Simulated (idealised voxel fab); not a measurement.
process module | voxel transistor to metal
The cross-section shown here is cut; it is 190 nm wide and divided into square cells measuring 5 nm on a side.
Just so we're on the same page, the cross-sections are grids of square cells, and they're listed out in bands top to bottom, each band one or more rows deep.
This entry defines a band. It first specifies the height of the band's top and the height of its bottom in nm, and then specifies the band's materials from left to right, stating each material with its width in nm. The word "everywhere" identifies a single material that fills the band from edge to edge, while the word "blank" identifies empty space.
Measure heights from 0. That's the level where, below it, the as-received wafer is all one material. The lowest band is bottomless and extends downward; write it as in "0 -> down".
With a width like "30 to 40", each row of cells in the band differs from the next by the same amount, the top row carrying the first number and the bottom row the second.
Step note "no alterations made" = no cross-section cell changed.
Enclosed empty spaces: empty space of 8 cells or more with no open way to the top, each as width x height at its distance from the left edge, in nm
On a step's line, text after the settings is the simulator commenting on that step.
overlay nm: for a step with a mask, the amount by which the mask lay right of where it was planned; a negative amount means left of it.
Pairs follow: section before one process step, section after it down to the lowest changed band, step with settings underneath. Pairs may come from different runs of this module on the same starting wafer; continuity with the pair above only as stated in the "Structure before processing" entry.

-- Structure before processing
* 100 -> 80  resist (55)  blank (15)  resist (45)  blank (15)  resist (60)
* 80 -> 55  lowk (55)  blank (15)  lowk (45)  blank (15)  lowk (60)
* 55 -> 50  SiN everywhere
* 50 -> 40  SiO2 (55)  TiN (5)  W (15)  TiN (5)  SiO2 (25)  TiN (5)  W (15)  TiN (5)  SiO2 (60)
* 40 -> 25  SiO2 (55)  TiN (5)  W (15)  TiN (5)  SiN (5)  SiCN (15)  SiN (5)  TiN (5)  W (15)  TiN (5)  SiO2 (60)
* 25 -> 5  SiO2 (55)  TiN (5)  W (15)  TiN (5)  SiN (5)  polySi (15)  SiN (5)  TiN (5)  W (15)  TiN (5)  SiO2 (60)
* 5 -> 0  SiO2 (40)  SiN (5)  SiO2 (10)  TiN (25)  SiN (5)  polySi (15)  SiN (5)  TiN (25)  SiO2 (10)  SiN (5)  SiO2 (45)
* 0 -> -5  SiO2 (40)  SiN (10)  nSi (30)  SiO2 (25)  nSi (30)  SiN (10)  SiO2 (45)
* -5 -> -10  SiO2 (55)  Si (75)  SiO2 (60)
* -10 -> -30  SiO2 (50)  Si (85)  SiO2 (55)
* -30 -> down  Si everywhere
* Enclosed empty spaces: none

-- Section After Processing
* 100 -> 80  resist (55)  blank (15)  resist (45)  blank (15)  resist (60)
* 80 -> 55  lowk (55)  blank (15)  lowk (45)  blank (15)  lowk (60)
* 55 -> 50  SiN (55)  blank (15)  SiN (45)  blank (15)  SiN (60)
* Below 50, no change.
* Enclosed empty spaces: none
The step occurring between the two cross-sections depicted above is identified as DIRECTIONAL_ETCH | etch materials SiN | depth nm 5

Structure before processing: after-state, pair directly above.

-- Section After Processing
* 80 -> 55  lowk (55)  blank (15)  lowk (45)  blank (15)  lowk (60)
* Below 55, no change.
* Enclosed empty spaces: none
The step occurring between the two cross-sections depicted above is identified as STRIP | etch materials resist

Structure before processing: after-state, pair directly above.

-- Section After Processing
* 85 -> 80  TiN (60)  blank (5)  TiN (55)  blank (5)  TiN (65)
* 80 -> 55  lowk (55)  TiN (5)  blank (5)  TiN (5)  lowk (45)  TiN (5)  blank (5)  TiN (5)  lowk (60)
* 55 -> 50  SiN (55)  TiN (15)  SiN (45)  TiN (15)  SiN (60)
* Below 50, no change.
* Enclosed empty spaces: none
The step occurring between the two cross-sections depicted above is identified as CONFORMAL_DEP | material TiN | thk nm 5

Structure before processing: after-state, pair directly above.

-- Section After Processing
* 90 -> 85  Ru everywhere
* 85 -> 80  TiN (60)  Ru (5)  TiN (55)  Ru (5)  TiN (65)
* 80 -> 55  lowk (55)  TiN (5)  Ru (5)  TiN (5)  lowk (45)  TiN (5)  Ru (5)  TiN (5)  lowk (60)
* Below 55, no change.
* Enclosed empty spaces: none
The step occurring between the two cross-sections depicted above is identified as FILL_DEP | material Ru | thk nm 5

Structure before processing: after-state, pair directly above.

-- Section After Processing
* 80 -> 55  lowk (55)  TiN (5)  Ru (5)  TiN (5)  lowk (45)  TiN (5)  Ru (5)  TiN (5)  lowk (60)
* Below 55, no change.
* Enclosed empty spaces: none
The step occurring between the two cross-sections depicted above is identified as CMP | height nm 80

Structure before processing: after-state, pair directly above.

-- Section After Processing
* 85 -> 80  SiCN everywhere
* Below 80, no change.
* Enclosed empty spaces: none
The step occurring between the two cross-sections depicted above is identified as CONFORMAL_DEP | material SiCN | thk nm 5

-- Structure before processing
* 60 -> 55  W everywhere
* 55 -> 50  TiN (60)  W (15)  TiN (35)  W (15)  TiN (65)
* 50 -> 40  SiO2 (55)  TiN (5)  W (15)  TiN (5)  SiO2 (25)  TiN (5)  W (15)  TiN (5)  SiO2 (60)
* 40 -> 25  SiO2 (55)  TiN (5)  W (15)  TiN (5)  SiN (5)  SiCN (15)  SiN (5)  TiN (5)  W (15)  TiN (5)  SiO2 (60)
* 25 -> 5  SiO2 (55)  TiN (5)  W (15)  TiN (5)  SiN (5)  polySi (15)  SiN (5)  TiN (5)  W (15)  TiN (5)  SiO2 (60)
* 5 -> 0  SiO2 (45)  SiN (5)  SiO2 (5)  TiN (25)  SiN (5)  polySi (15)  SiN (5)  TiN (25)  SiO2 (5)  SiN (5)  SiO2 (50)
* 0 -> -5  SiO2 (50)  nSi (30)  SiO2 (25)  nSi (30)  SiO2 (55)
* -5 -> -30  SiO2 (50)  Si (85)  SiO2 (55)
* -30 -> down  Si everywhere
* Enclosed empty spaces: none

-- Section After Processing
* 55 -> 50  TiN (60)  W (15)  TiN (35)  W (15)  TiN (65)
* Below 50, no change.
* Enclosed empty spaces: none
The step occurring between the two cross-sections depicted above is identified as CMP | height nm 55

Structure before processing: after-state, pair directly above.

-- Section After Processing
* 60 -> 55  SiN everywhere
* Below 55, no change.
* Enclosed empty spaces: none
The step occurring between the two cross-sections depicted above is identified as CONFORMAL_DEP | material SiN | thk nm 5

Structure before processing: after-state, pair directly above.

-- Section After Processing
* 85 -> 60  lowk everywhere
* Below 60, no change.
* Enclosed empty spaces: none
The step occurring between the two cross-sections depicted above is identified as DIRECTIONAL_DEP | material lowk | thk nm 25

Structure before processing: after-state, pair directly above.

-- Section After Processing
* 105 -> 85  resist (55)  blank (15)  resist (45)  blank (15)  resist (60)
* Below 85, no change.
* Enclosed empty spaces: none
The step occurring between the two cross-sections depicted above is identified as PATTERN | tone open | mask id METAL_1 | material resist | width nm 15 | pitch nm 60 | thk nm 20 | overlay nm 0

Structure before processing: after-state, pair directly above.

-- Section After Processing
* 105 -> 85  resist (55)  blank (15)  resist (45)  blank (15)  resist (60)
* 85 -> 60  lowk (55)  blank (15)  lowk (45)  blank (15)  lowk (60)
* Below 60, no change.
* Enclosed empty spaces: none
The step occurring between the two cross-sections depicted above is identified as DIRECTIONAL_ETCH | etch materials lowk | depth nm 25

Structure before processing: after-state, pair directly above.

-- Section After Processing
* 105 -> 85  resist (55)  blank (15)  resist (45)  blank (15)  resist (60)
* 85 -> 60  lowk (55)  blank (15)  lowk (45)  blank (15)  lowk (60)
* 60 -> 55  SiN (55)  blank (15)  SiN (45)  blank (15)  SiN (60)
* Below 55, no change.
* Enclosed empty spaces: none
The step occurring between the two cross-sections depicted above is identified as DIRECTIONAL_ETCH | etch materials SiN | depth nm 5

Structure before processing: after-state, pair directly above.

-- Section After Processing
* 85 -> 60  lowk (55)  blank (15)  lowk (45)  blank (15)  lowk (60)
* Below 60, no change.
* Enclosed empty spaces: none
The step occurring between the two cross-sections depicted above is identified as STRIP | etch materials resist

Structure before processing: after-state, pair directly above.

-- Section After Processing
* 90 -> 85  TiN (60)  blank (5)  TiN (55)  blank (5)  TiN (65)
* 85 -> 60  lowk (55)  TiN (5)  blank (5)  TiN (5)  lowk (45)  TiN (5)  blank (5)  TiN (5)  lowk (60)
* 60 -> 55  SiN (55)  TiN (15)  SiN (45)  TiN (15)  SiN (60)
* Below 55, no change.
* Enclosed empty spaces: none
The step occurring between the two cross-sections depicted above is identified as CONFORMAL_DEP | material TiN | thk nm 5

Structure before processing: after-state, pair directly above.

-- Section After Processing
* 95 -> 90  Ru everywhere
* 90 -> 85  TiN (60)  Ru (5)  TiN (55)  Ru (5)  TiN (65)
* 85 -> 60  lowk (55)  TiN (5)  Ru (5)  TiN (5)  lowk (45)  TiN (5)  Ru (5)  TiN (5)  lowk (60)
* Below 60, no change.
* Enclosed empty spaces: none
The step occurring between the two cross-sections depicted above is identified as FILL_DEP | material Ru | thk nm 5

Structure before processing: after-state, pair directly above.

-- Section After Processing
* 80 -> 60  lowk (55)  TiN (5)  Ru (5)  TiN (5)  lowk (45)  TiN (5)  Ru (5)  TiN (5)  lowk (60)
* Below 60, no change.
* Enclosed empty spaces: none
The step occurring between the two cross-sections depicted above is identified as CMP | height nm 80

Structure before processing: after-state, pair directly above.

-- Section After Processing
* 85 -> 80  SiCN everywhere
* Below 80, no change.
* Enclosed empty spaces: none
The step occurring between the two cross-sections depicted above is identified as CONFORMAL_DEP | material SiCN | thk nm 5

-- Structure before processing
* 40 -> 30  blank (85)  SiCN (15)  blank (90)
* 30 -> 25  polySi (45)  blank (40)  SiCN (15)  blank (40)  polySi (50)
* 25 -> 5  polySi everywhere
* 5 -> 0  SiO2 (45)  polySi (95)  SiO2 (50)
* 0 -> -5  SiO2 everywhere
* -5 -> -30  SiO2 (50)  Si (85)  SiO2 (55)
* -30 -> down  Si everywhere
* Enclosed empty spaces: none

-- Section After Processing
* 40 -> 25  blank (85)  SiCN (15)  blank (90)
* 25 -> 5  blank (80)  polySi (25)  blank (85)
* 5 -> 0  SiO2 (45)  blank (35)  polySi (25)  blank (35)  SiO2 (50)
* Below 0, no change.
* Enclosed empty spaces: none
The step occurring between the two cross-sections depicted above is identified as MASKED_ETCH | tone cover | mask id GATE | width nm 25 | etch materials polySi | depth nm 35 | overlay nm 0

Structure before processing: after-state, pair directly above.

-- Section After Processing
* 45 -> 40  blank (80)  SiN (25)  blank (85)
* 40 -> 30  blank (80)  SiN (5)  SiCN (15)  SiN (5)  blank (85)
* 30 -> 25  blank (75)  SiN (10)  SiCN (15)  SiN (10)  blank (80)
* 25 -> 10  blank (75)  SiN (5)  polySi (25)  SiN (5)  blank (80)
* 10 -> 5  SiN (50)  blank (25)  SiN (5)  polySi (25)  SiN (5)  blank (25)  SiN (55)
* 5 -> 0  SiO2 (45)  SiN (35)  polySi (25)  SiN (35)  SiO2 (50)
* Below 0, no change.
* Enclosed empty spaces: none
The step occurring between the two cross-sections depicted above is identified as CONFORMAL_DEP | material SiN | thk nm 5

Structure before processing: after-state, pair directly above.

-- Section After Processing
* 40 -> 25  blank (80)  SiN (5)  SiCN (15)  SiN (5)  blank (85)
* 25 -> 5  blank (75)  SiN (5)  polySi (25)  SiN (5)  blank (80)
* 5 -> 0  SiO2 (45)  SiN (5)  blank (25)  SiN (5)  polySi (25)  SiN (5)  blank (25)  SiN (5)  SiO2 (50)
* Below 0, no change.
* Enclosed empty spaces: none
The step occurring between the two cross-sections depicted above is identified as DIRECTIONAL_ETCH | etch materials SiN | depth nm 5

Structure before processing: after-state, pair directly above.

-- Section After Processing
* 40 -> 25  blank (80)  SiN (5)  SiCN (15)  SiN (5)  blank (85)
* 25 -> 5  blank (75)  SiN (5)  polySi (25)  SiN (5)  blank (80)
* 5 -> 0  blank (45)  SiN (5)  blank (25)  SiN (5)  polySi (25)  SiN (5)  blank (25)  SiN (5)  blank (50)
* 0 -> -5  SiO2 (50)  blank (25)  SiO2 (35)  blank (25)  SiO2 (55)
* Below -5, no change.
* Enclosed empty spaces: none
The step occurring between the two cross-sections depicted above is identified as DIRECTIONAL_ETCH | etch materials SiO2 | depth nm 5

Structure before processing: after-state, pair directly above.

-- Section After Processing
* 40 -> 25  blank (80)  SiN (5)  SiCN (15)  SiN (5)  blank (85)
* 25 -> 5  blank (75)  SiN (5)  polySi (25)  SiN (5)  blank (80)
* 5 -> 0  blank (45)  SiN (5)  blank (25)  SiN (5)  polySi (25)  SiN (5)  blank (25)  SiN (5)  blank (50)
* 0 -> -5  SiO2 (50)  nSi (25)  SiO2 (35)  nSi (25)  SiO2 (55)
* Below -5, no change.
* Enclosed empty spaces: none
The step occurring between the two cross-sections depicted above is identified as EPI | material nSi | thk nm 5

Structure before processing: after-state, pair directly above.

-- Section After Processing
* 50 -> 40  SiO2 everywhere
* 40 -> 25  SiO2 (80)  SiN (5)  SiCN (15)  SiN (5)  SiO2 (85)
* 25 -> 5  SiO2 (75)  SiN (5)  polySi (25)  SiN (5)  SiO2 (80)
* 5 -> 0  SiO2 (45)  SiN (5)  SiO2 (25)  SiN (5)  polySi (25)  SiN (5)  SiO2 (25)  SiN (5)  SiO2 (50)
* Below 0, no change.
* Enclosed empty spaces: none
The step occurring between the two cross-sections depicted above is identified as FILL_DEP | material SiO2 | thk nm 10

Structure before processing: after-state, pair directly above.

-- Section After Processing
* 40 -> 25  SiO2 (80)  SiN (5)  SiCN (15)  SiN (5)  SiO2 (85)
* Below 25, no change.
* Enclosed empty spaces: none
The step occurring between the two cross-sections depicted above is identified as CMP | height nm 40

Structure before processing: after-state, pair directly above.

-- Section After Processing
* 50 -> 40  SiO2 everywhere
* Below 40, no change.
* Enclosed empty spaces: none
The step occurring between the two cross-sections depicted above is identified as DIRECTIONAL_DEP | material SiO2 | thk nm 10

Structure before processing: after-state, pair directly above.

-- Section After Processing
* 60 -> 50  aC everywhere
* Below 50, no change.
* Enclosed empty spaces: none
The step occurring between the two cross-sections depicted above is identified as DIRECTIONAL_DEP | material aC | thk nm 10

Structure before processing: after-state, pair directly above.

-- Section After Processing
* 90 -> 60  resist (55)  blank (25)  resist (25)  blank (25)  resist (60)
* Below 60, no change.
* Enclosed empty spaces: none
The step occurring between the two cross-sections depicted above is identified as PATTERN | tone open | mask id CONTACT | material resist | width nm 25 | pitch nm 50 | thk nm 30 | overlay nm 0

Structure before processing: after-state, pair directly above.

-- Section After Processing
* 80 -> 60  resist (55)  blank (25)  resist (25)  blank (25)  resist (60)
* 60 -> 50  aC (55)  blank (25)  aC (25)  blank (25)  aC (60)
* Below 50, no change.
* Enclosed empty spaces: none
The step occurring between the two cross-sections depicted above is identified as DIRECTIONAL_ETCH | etch materials aC | depth nm 10

Structure before processing: after-state, pair directly above.

-- Section After Processing
* 60 -> 50  aC (55)  blank (25)  aC (25)  blank (25)  aC (60)
* Below 50, no change.
* Enclosed empty spaces: none
The step occurring between the two cross-sections depicted above is identified as STRIP | etch materials resist

Structure before processing: after-state, pair directly above.

-- Section After Processing
* 60 -> 50  aC (55)  blank (25)  aC (25)  blank (25)  aC (60)
* 50 -> 40  SiO2 (55)  blank (25)  SiO2 (25)  blank (25)  SiO2 (60)
* 40 -> 25  SiO2 (55)  blank (25)  SiN (5)  SiCN (15)  SiN (5)  blank (25)  SiO2 (60)
* 25 -> 5  SiO2 (55)  blank (20)  SiN (5)  polySi (25)  SiN (5)  blank (20)  SiO2 (60)
* 5 -> 0  SiO2 (45)  SiN (5)  SiO2 (5)  blank (20)  SiN (5)  polySi (25)  SiN (5)  blank (20)  SiO2 (5)  SiN (5)  SiO2 (50)
* Below 0, no change.
* Enclosed empty spaces: none
The step occurring between the two cross-sections depicted above is identified as DIRECTIONAL_ETCH | etch materials SiO2 | depth nm 50

Structure before processing: after-state, pair directly above.

-- Section After Processing
* 50 -> 40  SiO2 (55)  blank (25)  SiO2 (25)  blank (25)  SiO2 (60)
* Below 40, no change.
* Enclosed empty spaces: none
The step occurring between the two cross-sections depicted above is identified as STRIP | etch materials aC

Structure before processing: after-state, pair directly above.

-- Section After Processing
* 55 -> 50  TiN (60)  blank (15)  TiN (35)  blank (15)  TiN (65)
* 50 -> 40  SiO2 (55)  TiN (5)  blank (15)  TiN (5)  SiO2 (25)  TiN (5)  blank (15)  TiN (5)  SiO2 (60)
* 40 -> 30  SiO2 (55)  TiN (5)  blank (15)  TiN (5)  SiN (5)  SiCN (15)  SiN (5)  TiN (5)  blank (15)  TiN (5)  SiO2 (60)
* 30 -> 25  SiO2 (55)  TiN (5)  blank (10)  TiN (10)  SiN (5)  SiCN (15)  SiN (5)  TiN (10)  blank (10)  TiN (5)  SiO2 (60)
* 25 -> 5  SiO2 (55)  TiN (5)  blank (10)  TiN (5)  SiN (5)  polySi (25)  SiN (5)  TiN (5)  blank (10)  TiN (5)  SiO2 (60)
* 5 -> 0  SiO2 (45)  SiN (5)  SiO2 (5)  TiN (20)  SiN (5)  polySi (25)  SiN (5)  TiN (20)  SiO2 (5)  SiN (5)  SiO2 (50)
* Below 0, no change.
* Enclosed empty spaces: none
The step occurring between the two cross-sections depicted above is identified as CONFORMAL_DEP | material TiN | thk nm 5

Structure before processing: after-state, pair directly above.

-- Section After Processing
* 60 -> 55  W everywhere
* 55 -> 50  TiN (60)  W (15)  TiN (35)  W (15)  TiN (65)
* 50 -> 40  SiO2 (55)  TiN (5)  W (15)  TiN (5)  SiO2 (25)  TiN (5)  W (15)  TiN (5)  SiO2 (60)
* 40 -> 30  SiO2 (55)  TiN (5)  W (15)  TiN (5)  SiN (5)  SiCN (15)  SiN (5)  TiN (5)  W (15)  TiN (5)  SiO2 (60)
* 30 -> 25  SiO2 (55)  TiN (5)  W (10)  TiN (10)  SiN (5)  SiCN (15)  SiN (5)  TiN (10)  W (10)  TiN (5)  SiO2 (60)
* 25 -> 5  SiO2 (55)  TiN (5)  W (10)  TiN (5)  SiN (5)  polySi (25)  SiN (5)  TiN (5)  W (10)  TiN (5)  SiO2 (60)
* Below 5, no change.
* Enclosed empty spaces: none
The step occurring between the two cross-sections depicted above is identified as FILL_DEP | material W | thk nm 5

Structure before processing: after-state, pair directly above.

-- Section After Processing
* 50 -> 40  SiO2 (55)  TiN (5)  W (15)  TiN (5)  SiO2 (25)  TiN (5)  W (15)  TiN (5)  SiO2 (60)
* Below 40, no change.
* Enclosed empty spaces: none
The step occurring between the two cross-sections depicted above is identified as CMP | height nm 50

Structure before processing: after-state, pair directly above.

-- Section After Processing
* 55 -> 50  SiN everywhere
* Below 50, no change.
* Enclosed empty spaces: none
The step occurring between the two cross-sections depicted above is identified as CONFORMAL_DEP | material SiN | thk nm 5

Structure before processing: after-state, pair directly above.

-- Section After Processing
* 80 -> 55  lowk everywhere
* Below 55, no change.
* Enclosed empty spaces: none
The step occurring between the two cross-sections depicted above is identified as DIRECTIONAL_DEP | material lowk | thk nm 25

Structure before processing: after-state, pair directly above.

-- Section After Processing
* 100 -> 80  resist (55)  blank (15)  resist (45)  blank (15)  resist (60)
* Below 80, no change.
* Enclosed empty spaces: none
The step occurring between the two cross-sections depicted above is identified as PATTERN | tone open | mask id METAL_1 | material resist | width nm 15 | pitch nm 60 | thk nm 20 | overlay nm 0

Structure before processing: after-state, pair directly above.

-- Section After Processing
* 100 -> 80  resist (55)  blank (15)  resist (45)  blank (15)  resist (60)
* 80 -> 55  lowk (55)  blank (15)  lowk (45)  blank (15)  lowk (60)
* Below 55, no change.
* Enclosed empty spaces: none
The step occurring between the two cross-sections depicted above is identified as DIRECTIONAL_ETCH | etch materials lowk | depth nm 25

Structure before processing: after-state, pair directly above.

-- Section After Processing
* 100 -> 80  resist (55)  blank (15)  resist (45)  blank (15)  resist (60)
* 80 -> 55  lowk (55)  blank (15)  lowk (45)  blank (15)  lowk (60)
* 55 -> 50  SiN (55)  blank (15)  SiN (45)  blank (15)  SiN (60)
* Below 50, no change.
* Enclosed empty spaces: none
The step occurring between the two cross-sections depicted above is identified as DIRECTIONAL_ETCH | etch materials SiN | depth nm 5

Structure before processing: after-state, pair directly above.

-- Section After Processing
* 80 -> 55  lowk (55)  blank (15)  lowk (45)  blank (15)  lowk (60)
* Below 55, no change.
* Enclosed empty spaces: none
The step occurring between the two cross-sections depicted above is identified as STRIP | etch materials resist

Structure before processing: after-state, pair directly above.

-- Section After Processing
* 85 -> 80  TiN (60)  blank (5)  TiN (55)  blank (5)  TiN (65)
* 80 -> 55  lowk (55)  TiN (5)  blank (5)  TiN (5)  lowk (45)  TiN (5)  blank (5)  TiN (5)  lowk (60)
* 55 -> 50  SiN (55)  TiN (15)  SiN (45)  TiN (15)  SiN (60)
* Below 50, no change.
* Enclosed empty spaces: none
The step occurring between the two cross-sections depicted above is identified as CONFORMAL_DEP | material TiN | thk nm 5

Structure before processing: after-state, pair directly above.

-- Section After Processing
* 90 -> 85  Ru everywhere
* 85 -> 80  TiN (60)  Ru (5)  TiN (55)  Ru (5)  TiN (65)
* 80 -> 55  lowk (55)  TiN (5)  Ru (5)  TiN (5)  lowk (45)  TiN (5)  Ru (5)  TiN (5)  lowk (60)
* Below 55, no change.
* Enclosed empty spaces: none
The step occurring between the two cross-sections depicted above is identified as FILL_DEP | material Ru | thk nm 5

Structure before processing: after-state, pair directly above.

-- Section After Processing
* 80 -> 55  lowk (55)  TiN (5)  Ru (5)  TiN (5)  lowk (45)  TiN (5)  Ru (5)  TiN (5)  lowk (60)
* Below 55, no change.
* Enclosed empty spaces: none
The step occurring between the two cross-sections depicted above is identified as CMP | height nm 80

Structure before processing: after-state, pair directly above.

-- Section After Processing
* 85 -> 80  SiCN everywhere
* Below 80, no change.
* Enclosed empty spaces: none
The step occurring between the two cross-sections depicted above is identified as CONFORMAL_DEP | material SiCN | thk nm 5

-- Structure before processing
* 60 -> 50  aC everywhere
* 50 -> 40  SiO2 everywhere
* 40 -> 25  SiO2 (80)  SiN (5)  SiCN (15)  SiN (5)  SiO2 (85)
* 25 -> 5  SiO2 (80)  SiN (5)  polySi (15)  SiN (5)  SiO2 (85)
* 5 -> 0  SiO2 (45)  SiN (5)  SiO2 (30)  SiN (5)  polySi (15)  SiN (5)  SiO2 (30)  SiN (5)  SiO2 (50)
* 0 -> -5  SiO2 (50)  nSi (30)  SiO2 (25)  nSi (30)  SiO2 (55)
* -5 -> -30  SiO2 (50)  Si (85)  SiO2 (55)
* -30 -> down  Si everywhere
* Enclosed empty spaces: none

-- Section After Processing
* 90 -> 60  resist (65)  blank (25)  resist (25)  blank (25)  resist (50)
* Below 60, no change.
* Enclosed empty spaces: none
The step occurring between the two cross-sections depicted above is identified as PATTERN | tone open | mask id CONTACT | material resist | width nm 25 | pitch nm 50 | thk nm 30 | overlay nm 10

Structure before processing: after-state, pair directly above.

-- Section After Processing
* 80 -> 60  resist (65)  blank (25)  resist (25)  blank (25)  resist (50)
* 60 -> 50  aC (65)  blank (25)  aC (25)  blank (25)  aC (50)
* Below 50, no change.
* Enclosed empty spaces: none
The step occurring between the two cross-sections depicted above is identified as DIRECTIONAL_ETCH | etch materials aC | depth nm 10

Structure before processing: after-state, pair directly above.

-- Section After Processing
* 60 -> 50  aC (65)  blank (25)  aC (25)  blank (25)  aC (50)
* Below 50, no change.
* Enclosed empty spaces: none
The step occurring between the two cross-sections depicted above is identified as STRIP | etch materials resist

Structure before processing: after-state, pair directly above.

-- Section After Processing
* 60 -> 50  aC (65)  blank (25)  aC (25)  blank (25)  aC (50)
* 50 -> 40  SiO2 (65)  blank (25)  SiO2 (25)  blank (25)  SiO2 (50)
* 40 -> 25  SiO2 (65)  blank (15)  SiN (5)  SiCN (15)  SiN (5)  SiO2 (10)  blank (25)  SiO2 (50)
* 25 -> 5  SiO2 (65)  blank (15)  SiN (5)  polySi (15)  SiN (5)  SiO2 (10)  blank (25)  SiO2 (50)
* 5 -> 0  SiO2 (45)  SiN (5)  SiO2 (15)  blank (15)  SiN (5)  polySi (15)  SiN (5)  SiO2 (10)  blank (20)  SiN (5)  SiO2 (50)
* Below 0, no change.
* Enclosed empty spaces: none
The step occurring between the two cross-sections depicted above is identified as DIRECTIONAL_ETCH | etch materials SiO2 | depth nm 50

Structure before processing: after-state, pair directly above.

-- Section After Processing
* 50 -> 40  SiO2 (65)  blank (25)  SiO2 (25)  blank (25)  SiO2 (50)
* Below 40, no change.
* Enclosed empty spaces: none
The step occurring between the two cross-sections depicted above is identified as STRIP | etch materials aC

Structure before processing: after-state, pair directly above.

-- Section After Processing
* 55 -> 50  TiN (70)  blank (15)  TiN (35)  blank (15)  TiN (55)
* 50 -> 40  SiO2 (65)  TiN (5)  blank (15 to 5)  TiN (5 to 15)  SiO2 (25)  TiN (5)  blank (15)  TiN (5)  SiO2 (50)
* 40 -> 25  SiO2 (65)  TiN (5)  blank (5)  TiN (5)  SiN (5)  SiCN (15)  SiN (5)  SiO2 (10)  TiN (5)  blank (15)  TiN (5)  SiO2 (50)
* 25 -> 10  SiO2 (65)  TiN (5)  blank (5)  TiN (5)  SiN (5)  polySi (15)  SiN (5)  SiO2 (10)  TiN (5)  blank (15)  TiN (5)  SiO2 (50)
* 10 -> 5  SiO2 (65)  TiN (5)  blank (5)  TiN (5)  SiN (5)  polySi (15)  SiN (5)  SiO2 (10)  TiN (5)  blank (10)  TiN (10)  SiO2 (50)
* 5 -> 0  SiO2 (45)  SiN (5)  SiO2 (15)  TiN (15)  SiN (5)  polySi (15)  SiN (5)  SiO2 (10)  TiN (20)  SiN (5)  SiO2 (50)
* Below 0, no change.
* Enclosed empty spaces: none
The step occurring between the two cross-sections depicted above is identified as CONFORMAL_DEP | material TiN | thk nm 5

Structure before processing: after-state, pair directly above.

-- Section After Processing
* 60 -> 55  W everywhere
* 55 -> 50  TiN (70)  W (15)  TiN (35)  W (15)  TiN (55)
* 50 -> 40  SiO2 (65)  TiN (5)  W (15 to 5)  TiN (5 to 15)  SiO2 (25)  TiN (5)  W (15)  TiN (5)  SiO2 (50)
* 40 -> 25  SiO2 (65)  TiN (5)  W (5)  TiN (5)  SiN (5)  SiCN (15)  SiN (5)  SiO2 (10)  TiN (5)  W (15)  TiN (5)  SiO2 (50)
* 25 -> 10  SiO2 (65)  TiN (5)  W (5)  TiN (5)  SiN (5)  polySi (15)  SiN (5)  SiO2 (10)  TiN (5)  W (15)  TiN (5)  SiO2 (50)
* 10 -> 5  SiO2 (65)  TiN (5)  W (5)  TiN (5)  SiN (5)  polySi (15)  SiN (5)  SiO2 (10)  TiN (5)  W (10)  TiN (10)  SiO2 (50)
* Below 5, no change.
* Enclosed empty spaces: none
The step occurring between the two cross-sections depicted above is identified as FILL_DEP | material W | thk nm 5

Structure before processing: after-state, pair directly above.

-- Section After Processing
* 50 -> 40  SiO2 (65)  TiN (5)  W (15 to 5)  TiN (5 to 15)  SiO2 (25)  TiN (5)  W (15)  TiN (5)  SiO2 (50)
* Below 40, no change.
* Enclosed empty spaces: none
The step occurring between the two cross-sections depicted above is identified as CMP | height nm 50

Structure before processing: after-state, pair directly above.

-- Section After Processing
* 55 -> 50  SiN everywhere
* Below 50, no change.
* Enclosed empty spaces: none
The step occurring between the two cross-sections depicted above is identified as CONFORMAL_DEP | material SiN | thk nm 5

Structure before processing: after-state, pair directly above.

-- Section After Processing
* 80 -> 55  lowk everywhere
* Below 55, no change.
* Enclosed empty spaces: none
The step occurring between the two cross-sections depicted above is identified as DIRECTIONAL_DEP | material lowk | thk nm 25

Structure before processing: after-state, pair directly above.

-- Section After Processing
* 100 -> 80  resist (55)  blank (15)  resist (45)  blank (15)  resist (60)
* Below 80, no change.
* Enclosed empty spaces: none
The step occurring between the two cross-sections depicted above is identified as PATTERN | tone open | mask id METAL_1 | material resist | width nm 15 | pitch nm 60 | thk nm 20 | overlay nm 0

Structure before processing: after-state, pair directly above.

-- Section After Processing
* 100 -> 80  resist (55)  blank (15)  resist (45)  blank (15)  resist (60)
* 80 -> 55  lowk (55)  blank (15)  lowk (45)  blank (15)  lowk (60)
* Below 55, no change.
* Enclosed empty spaces: none
The step occurring between the two cross-sections depicted above is identified as DIRECTIONAL_ETCH | etch materials lowk | depth nm 25

Structure before processing: after-state, pair directly above.

-- Section After Processing
* 100 -> 80  resist (55)  blank (15)  resist (45)  blank (15)  resist (60)
* 80 -> 55  lowk (55)  blank (15)  lowk (45)  blank (15)  lowk (60)
* 55 -> 50  SiN (55)  blank (15)  SiN (45)  blank (15)  SiN (60)
* Below 50, no change.
* Enclosed empty spaces: none
The step occurring between the two cross-sections depicted above is identified as DIRECTIONAL_ETCH | etch materials SiN | depth nm 5

Structure before processing: after-state, pair directly above.

-- Section After Processing
* 80 -> 55  lowk (55)  blank (15)  lowk (45)  blank (15)  lowk (60)
* Below 55, no change.
* Enclosed empty spaces: none
The step occurring between the two cross-sections depicted above is identified as STRIP | etch materials resist

Structure before processing: after-state, pair directly above.

-- Section After Processing
* 85 -> 80  TiN (60)  blank (5)  TiN (55)  blank (5)  TiN (65)
* 80 -> 55  lowk (55)  TiN (5)  blank (5)  TiN (5)  lowk (45)  TiN (5)  blank (5)  TiN (5)  lowk (60)
* 55 -> 50  SiN (55)  TiN (15)  SiN (45)  TiN (15)  SiN (60)
* Below 50, no change.
* Enclosed empty spaces: none
The step occurring between the two cross-sections depicted above is identified as CONFORMAL_DEP | material TiN | thk nm 5

Structure before processing: after-state, pair directly above.

-- Section After Processing
* 90 -> 85  Ru everywhere
* 85 -> 80  TiN (60)  Ru (5)  TiN (55)  Ru (5)  TiN (65)
* 80 -> 55  lowk (55)  TiN (5)  Ru (5)  TiN (5)  lowk (45)  TiN (5)  Ru (5)  TiN (5)  lowk (60)
* Below 55, no change.
* Enclosed empty spaces: none
The step occurring between the two cross-sections depicted above is identified as FILL_DEP | material Ru | thk nm 5

Structure before processing: after-state, pair directly above.

-- Section After Processing
* 80 -> 55  lowk (55)  TiN (5)  Ru (5)  TiN (5)  lowk (45)  TiN (5)  Ru (5)  TiN (5)  lowk (60)
* Below 55, no change.
* Enclosed empty spaces: none
The step occurring between the two cross-sections depicted above is identified as CMP | height nm 80

Structure before processing: after-state, pair directly above.

-- Section After Processing
* 85 -> 80  SiCN everywhere
* Below 80, no change.
* Enclosed empty spaces: none
The step occurring between the two cross-sections depicted above is identified as CONFORMAL_DEP | material SiCN | thk nm 5

-- Structure before processing
* 0 -> down  Si everywhere
* Enclosed empty spaces: none

-- Section After Processing
* 5 -> 0  polySi everywhere
* Below 0, no change.
* Enclosed empty spaces: none
The step occurring between the two cross-sections depicted above is identified as CONFORMAL_DEP | material polySi | thk nm 5
